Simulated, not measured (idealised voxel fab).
process module | voxel wiring stack
cross-section cut | 235 nm wide | cells 5 nm
A cross-section is a grid of square cells, given in bands from the top down. A band is one or more rows of cells.
Each band's line starts with the height of the band's top and of its bottom, in nm. Then come its materials from left to right, each with its width in nm. One material with "throughout" fills the band from edge to edge. "air" is empty space.
Height 0 is the level under which the wafer as received is all one material. The lowest band goes on downwards, as in "0 down".
A width such as "30 to 40" changes by the same amount from each row of cells to the next, from the band's top row to its bottom row.
"no change" after a step means that no cell of the cross-section changed.
closed voids: empty space of 8 cells or more with no open way to the top, each as width x height at its distance from the left edge, in nm
after a step's settings: what the simulator itself notes on the step
overlay nm, on a step with a mask: how far to the right of its planned place the mask lay; to the left if negative
plan
1 op RECEIVE | material Si
2 op CONFORMAL_DEP | material SiO2 | thk nm 10
3 op CONFORMAL_DEP | material SiCN | thk nm 5
4 op DIRECTIONAL_DEP | material lowk | thk nm 20
5 op DIRECTIONAL_DEP | material aC | thk nm 10
6 op PATTERN | tone open | mask id METAL_1 | material resist | width nm 20 | pitch nm 40 | thk nm 30 | overlay nm 0
7 op DIRECTIONAL_ETCH | etch materials aC | depth nm 10
8 op STRIP | etch materials resist
9 op DIRECTIONAL_ETCH | etch materials lowk | depth nm 20
10 op DIRECTIONAL_ETCH | etch materials SiCN | depth nm 5
11 op STRIP | etch materials aC
12 op CONFORMAL_DEP | material TiN | thk nm 5
13 op FILL_DEP | material Cu | thk nm 5
14 op CMP | height nm 35
15 op CONFORMAL_DEP | material SiCN | thk nm 5
16 op DIRECTIONAL_DEP | material lowk | thk nm 30
17 op MASKED_ETCH | tone open | mask id METAL_2_HOLES | width nm 15 | pitch nm 40 | etch materials lowk | depth nm 30 | overlay nm 0
18 op MASKED_ETCH | tone open | mask id METAL_2 | width nm 20 | pitch nm 40 | etch materials lowk | depth nm 20 | overlay nm 0
19 op MASKED_ETCH | tone open | mask id METAL_2 | width nm 20 | pitch nm 40 | etch materials SiCN | depth nm 5 | overlay nm 0
20 op CONFORMAL_DEP | material TiN | thk nm 5
21 op FILL_DEP | material Ru | thk nm 10
22 op CMP | height nm 70
23 op CONFORMAL_DEP | material SiCN | thk nm 5
as received, after step 1
  0 down: Si throughout
  closed voids: none
first wafer at the end, as planned
  75 to 70: SiCN throughout
  70 to 55: lowk 85 | TiN 5 | Ru 10 | TiN 5 | lowk 20 | TiN 5 | Ru 10 | TiN 5 | lowk 90
  55 to 50: lowk 85 | TiN 5 | Ru 5 | TiN 10 | lowk 20 | TiN 5 | Ru 5 | TiN 10 | lowk 90
  50 to 40: lowk 85 | TiN 5 | Ru 5 | TiN 5 | lowk 25 | TiN 5 | Ru 5 | TiN 5 | lowk 95
  40 to 35: SiCN 85 | TiN 15 | SiCN 25 | TiN 15 | SiCN 95
  35 to 15: lowk 85 | TiN 5 | Cu 10 | TiN 5 | lowk 20 | TiN 5 | Cu 10 | TiN 5 | lowk 90
  15 to 10: SiCN 85 | TiN 20 | SiCN 20 | TiN 20 | SiCN 90
  10 to 0: SiO2 throughout
  0 down: Si throughout
  closed voids: none
second wafer at the end: like start, like plan, one mistake
  75 to 70: SiCN throughout
  70 to 55: lowk 85 | TiN 5 | Ru 10 | TiN 5 | lowk 20 | TiN 5 | Ru 10 | TiN 5 | lowk 90
  55 to 50: lowk 85 | TiN 5 | Ru 5 | TiN 10 | lowk 20 | TiN 5 | Ru 5 | TiN 10 | lowk 90
  50 to 40: lowk 85 | TiN 5 | Ru 5 | TiN 5 | lowk 25 | TiN 5 | Ru 5 | TiN 5 | lowk 95
  40 to 35: SiCN 85 | TiN 15 | SiCN 25 | TiN 15 | SiCN 95
  35 to 30: TiN 90 | Cu 10 | TiN 30 | Cu 10 | TiN 95
  30 to 15: lowk 85 | TiN 5 | Cu 10 | TiN 5 | lowk 20 | TiN 5 | Cu 10 | TiN 5 | lowk 90
  15 to 10: lowk 85 | TiN 20 | lowk 20 | TiN 20 | lowk 90
  10 to 0: SiO2 throughout
  0 down: Si throughout
  closed voids: none
what went wrong: step 3 was left out
at the end the second wafer has, in cells: 39 fewer of SiCN | 39 more of TiN
